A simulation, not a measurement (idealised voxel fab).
Presented below is a process module, voxel gate over fins.
FYI the section here is cut, 300 nm wide, cells are 5 nm squares.
Format of a cross-section: grid, square cells. Given as bands. Order: top down. Band: one or more rows of cells. First you get the band's top height and its bottom height, in nm, and then the materials it's made of, left to right, with each width in nm. If you see a single material with "edge to edge", that one covers the band edge to edge. "empty" is empty space. For the purposes of this specification, 0 denotes the height below which the wafer in its as-received condition is composed wholly of one material, and the lowermost band, lacking a lower limit, extends downward without end, as expressed in "0..down". With a width like "30->40", each row of cells in the band differs from the next by the same amount, the top row carrying the first number and the bottom row the second. Reading "left unchanged" for a step: not a cell of the cross-section changed in it. Each empty space that has no open way to the top and spans at least 8 cells appears under "Voids, sealed" as width x height at distance, the distance counted from the left edge, all in nm. Read whatever lies past the settings on a step's line as the simulator's own remark about the step. "overlay nm", when on a step's line for a step with a mask, measures how far to the right of its planned place the mask lay; a negative measure means to the left.
## Here's what the planned process steps look like
step 1: RECEIVE: material Si
step 2: CONFORMAL_DEP: material SiN, thk nm 10
step 3: PATTERN: tone cover, mask id FINS, material resist, width nm 15, pitch nm 40, thk nm 15, overlay nm 0
step 4: DIRECTIONAL_ETCH: etch materials SiN, depth nm 10
step 5: DIRECTIONAL_ETCH: etch materials Si, depth nm 30
step 6: STRIP: etch materials resist
step 7: OXIDIZE: depth nm 5
step 8: FILL_DEP: material SiO2, thk nm 15
step 9: CMP: height nm 10
step 10: SELECTIVE_ETCH: etch materials SiO2, depth nm 20
step 11: STRIP: etch materials SiN
step 12: CONFORMAL_DEP: material HfO2, thk nm 5
step 13: CONFORMAL_DEP: material TiN, thk nm 5
step 14: CONFORMAL_DEP: material TiAl, thk nm 5
step 15: CONFORMAL_DEP: material TiN, thk nm 5
step 16: FILL_DEP: material W, thk nm 10
step 17: CMP: height nm 25
step 18: CONFORMAL_DEP: material SiN, thk nm 10
## The first wafer of two, processed as planned
## Delivered wafer in cross-section: state after step 1
0..down | Si edge to edge
Voids, sealed: none
## So this is the wafer cross-section right after step 2
10..0 | SiN edge to edge
Heights below 0 show no change.
## So this is the wafer cross-section right after step 3
25..10 | 120 empty | 15 resist | 25 empty | 15 resist | 125 empty
Heights below 10 show no change.
## So this is the wafer cross-section right after step 4
25..10 | 120 empty | 15 resist | 25 empty | 15 resist | 125 empty
10..0 | 120 empty | 15 SiN | 25 empty | 15 SiN | 125 empty
Heights below 0 show no change.
## So this is the wafer cross-section right after step 5
25..10 | 120 empty | 15 resist | 25 empty | 15 resist | 125 empty
10..0 | 120 empty | 15 SiN | 25 empty | 15 SiN | 125 empty
0..-30 | 120 empty | 15 Si | 25 empty | 15 Si | 125 empty
Heights below -30 show no change.
## So this is the wafer cross-section right after step 6
10..0 | 120 empty | 15 SiN | 25 empty | 15 SiN | 125 empty
Heights below 0 show no change.
## So this is the wafer cross-section right after step 7
10..0 | 120 empty | 15 SiN | 25 empty | 15 SiN | 125 empty
0..-30 | 120 empty | 5 SiO2 | 5 Si | 5 SiO2 | 25 empty | 5 SiO2 | 5 Si | 5 SiO2 | 125 empty
-30..-35 | 125 SiO2 | 5 Si | 35 SiO2 | 5 Si | 130 SiO2
Heights below -35 show no change.
## So this is the wafer cross-section right after step 8
25..10 | SiO2 edge to edge
10..0 | 120 SiO2 | 15 SiN | 25 SiO2 | 15 SiN | 125 SiO2
0..-35 | 125 SiO2 | 5 Si | 35 SiO2 | 5 Si | 130 SiO2
Heights below -35 show no change.
## So this is the wafer cross-section right after step 9
10..0 | 120 SiO2 | 15 SiN | 25 SiO2 | 15 SiN | 125 SiO2
Heights below 0 show no change.
## So this is the wafer cross-section right after step 10
10..0 | 120 empty | 15 SiN | 25 empty | 15 SiN | 125 empty
0..-10 | 125 empty | 5 Si | 35 empty | 5 Si | 130 empty
Heights below -10 show no change.
## So this is the wafer cross-section right after step 11
0..-10 | 125 empty | 5 Si | 35 empty | 5 Si | 130 empty
Heights below -10 show no change.
## So this is the wafer cross-section right after step 12
5..0 | 120 empty | 15 HfO2 | 25 empty | 15 HfO2 | 125 empty
0..-5 | 120 empty | 5 HfO2 | 5 Si | 5 HfO2 | 25 empty | 5 HfO2 | 5 Si | 5 HfO2 | 125 empty
-5..-10 | 125 HfO2 | 5 Si | 35 HfO2 | 5 Si | 130 HfO2
Heights below -10 show no change.
## So this is the wafer cross-section right after step 13
10..5 | 115 empty | 25 TiN | 15 empty | 25 TiN | 120 empty
5..0 | 115 empty | 5 TiN | 15 HfO2 | 5 TiN | 15 empty | 5 TiN | 15 HfO2 | 5 TiN | 120 empty
0..-5 | 120 TiN | 5 HfO2 | 5 Si | 5 HfO2 | 25 TiN | 5 HfO2 | 5 Si | 5 HfO2 | 125 TiN
Heights below -5 show no change.
## So this is the wafer cross-section right after step 14
15..10 | 110 empty | 35 TiAl | 5 empty | 35 TiAl | 115 empty
10..5 | 110 empty | 5 TiAl | 25 TiN | 5 TiAl | 5 empty | 5 TiAl | 25 TiN | 5 TiAl | 115 empty
5..0 | 115 TiAl | 5 TiN | 15 HfO2 | 5 TiN | 15 TiAl | 5 TiN | 15 HfO2 | 5 TiN | 120 TiAl
Heights below 0 show no change.
## So this is the wafer cross-section right after step 15
20..15 | 105 empty | 85 TiN | 110 empty
15..10 | 105 empty | 5 TiN | 35 TiAl | 5 TiN | 35 TiAl | 5 TiN | 110 empty
10..5 | 110 TiN | 5 TiAl | 25 TiN | 5 TiAl | 5 TiN | 5 TiAl | 25 TiN | 5 TiAl | 115 TiN
Heights below 5 show no change.
## So this is the wafer cross-section right after step 16
30..20 | W edge to edge
20..15 | 105 W | 85 TiN | 110 W
15..10 | 105 W | 5 TiN | 35 TiAl | 5 TiN | 35 TiAl | 5 TiN | 110 W
Heights below 10 show no change.
## So this is the wafer cross-section right after step 17
25..20 | W edge to edge
Heights below 20 show no change.
## So this is the wafer cross-section right after step 18
35..25 | SiN edge to edge
Heights below 25 show no change.
## Second Wafer (Identical Start and Plan, One Processing Error; Matches First Wafer Through Step 9)
## Cross-section: second wafer, time at which step 10 was scheduled to end
10..0 | 120 SiO2 | 15 empty | 25 SiO2 | 15 empty | 125 SiO2
Heights below 0 show no change.
## Cross-section: second wafer, time at which step 11 was scheduled to end
0..-10 | 125 empty | 5 Si | 35 empty | 5 Si | 130 empty
-10..-20 | 100 SiO2 | 25 empty | 5 Si | 35 empty | 5 Si | 25 empty | 105 SiO2
Heights below -20 show no change.
## Cross-section: second wafer, time at which step 12 was scheduled to end
5..0 | 120 empty | 15 HfO2 | 25 empty | 15 HfO2 | 125 empty
0..-5 | 120 empty | 5 HfO2 | 5 Si | 5 HfO2 | 25 empty | 5 HfO2 | 5 Si | 5 HfO2 | 125 empty
-5..-10 | 105 HfO2 | 15 empty | 5 HfO2 | 5 Si | 5 HfO2 | 25 empty | 5 HfO2 | 5 Si | 5 HfO2 | 15 empty | 110 HfO2
-10..-15 | 100 SiO2 | 5 HfO2 | 15 empty | 5 HfO2 | 5 Si | 5 HfO2 | 25 empty | 5 HfO2 | 5 Si | 5 HfO2 | 15 empty | 5 HfO2 | 105 SiO2
-15..-20 | 100 SiO2 | 25 HfO2 | 5 Si | 35 HfO2 | 5 Si | 25 HfO2 | 105 SiO2
Heights below -20 show no change.
## Cross-section: second wafer, time at which step 13 was scheduled to end
10..5 | 115 empty | 25 TiN | 15 empty | 25 TiN | 120 empty
5..0 | 115 empty | 5 TiN | 15 HfO2 | 5 TiN | 15 empty | 5 TiN | 15 HfO2 | 5 TiN | 120 empty
0..-5 | 110 TiN | 5 empty | 5 TiN | 5 HfO2 | 5 Si | 5 HfO2 | 5 TiN | 15 empty | 5 TiN | 5 HfO2 | 5 Si | 5 HfO2 | 5 TiN | 5 empty | 115 TiN
-5..-10 | 105 HfO2 | 5 TiN | 5 empty | 5 TiN | 5 HfO2 | 5 Si | 5 HfO2 | 5 TiN | 15 empty | 5 TiN | 5 HfO2 | 5 Si | 5 HfO2 | 5 TiN | 5 empty | 5 TiN | 110 HfO2
-10..-15 | 100 SiO2 | 5 HfO2 | 15 TiN | 5 HfO2 | 5 Si | 5 HfO2 | 25 TiN | 5 HfO2 | 5 Si | 5 HfO2 | 15 TiN | 5 HfO2 | 105 SiO2
Heights below -15 show no change.
## Cross-section: second wafer, time at which step 14 was scheduled to end
15..10 | 110 empty | 35 TiAl | 5 empty | 35 TiAl | 115 empty
10..5 | 110 empty | 5 TiAl | 25 TiN | 5 TiAl | 5 empty | 5 TiAl | 25 TiN | 5 TiAl | 115 empty
5..0 | 115 TiAl | 5 TiN | 15 HfO2 | 5 TiN | 5 TiAl | 5 empty | 5 TiAl | 5 TiN | 15 HfO2 | 5 TiN | 120 TiAl
0..-5 | 110 TiN | 5 TiAl | 5 TiN | 5 HfO2 | 5 Si | 5 HfO2 | 5 TiN | 5 TiAl | 5 empty | 5 TiAl | 5 TiN | 5 HfO2 | 5 Si | 5 HfO2 | 5 TiN | 5 TiAl | 115 TiN
-5..-10 | 105 HfO2 | 5 TiN | 5 TiAl | 5 TiN | 5 HfO2 | 5 Si | 5 HfO2 | 5 TiN | 15 TiAl | 5 TiN | 5 HfO2 | 5 Si | 5 HfO2 | 5 TiN | 5 TiAl | 5 TiN | 110 HfO2
Heights below -10 show no change.
## Cross-section: second wafer, time at which step 15 was scheduled to end
20..15 | 105 empty | 85 TiN | 110 empty
15..10 | 105 empty | 5 TiN | 35 TiAl | 5 TiN | 35 TiAl | 5 TiN | 110 empty
10..5 | 110 TiN | 5 TiAl | 25 TiN | 5 TiAl | 5 TiN | 5 TiAl | 25 TiN | 5 TiAl | 115 TiN
5..0 | 115 TiAl | 5 TiN | 15 HfO2 | 5 TiN | 5 TiAl | 5 TiN | 5 TiAl | 5 TiN | 15 HfO2 | 5 TiN | 120 TiAl
0..-5 | 110 TiN | 5 TiAl | 5 TiN | 5 HfO2 | 5 Si | 5 HfO2 | 5 TiN | 5 TiAl | 5 TiN | 5 TiAl | 5 TiN | 5 HfO2 | 5 Si | 5 HfO2 | 5 TiN | 5 TiAl | 115 TiN
Heights below -5 show no change.
## Cross-section: second wafer, time at which step 16 was scheduled to end
30..20 | W edge to edge
20..15 | 105 W | 85 TiN | 110 W
15..10 | 105 W | 5 TiN | 35 TiAl | 5 TiN | 35 TiAl | 5 TiN | 110 W
Heights below 10 show no change.
## Cross-section: second wafer, time at which step 17 was scheduled to end
25..20 | W edge to edge
Heights below 20 show no change.
## Cross-section: second wafer, time at which step 18 was scheduled to end
35..25 | SiN edge to edge
Heights below 25 show no change.
Here's what went sideways: the processing plan was not followed for steps 10 and 11, which were run with their positions exchanged
End check, counted in cells, second wafer has more or fewer of these materials than the first: +12 HfO2; -34 SiO2; +8 TiAl; +14 TiN
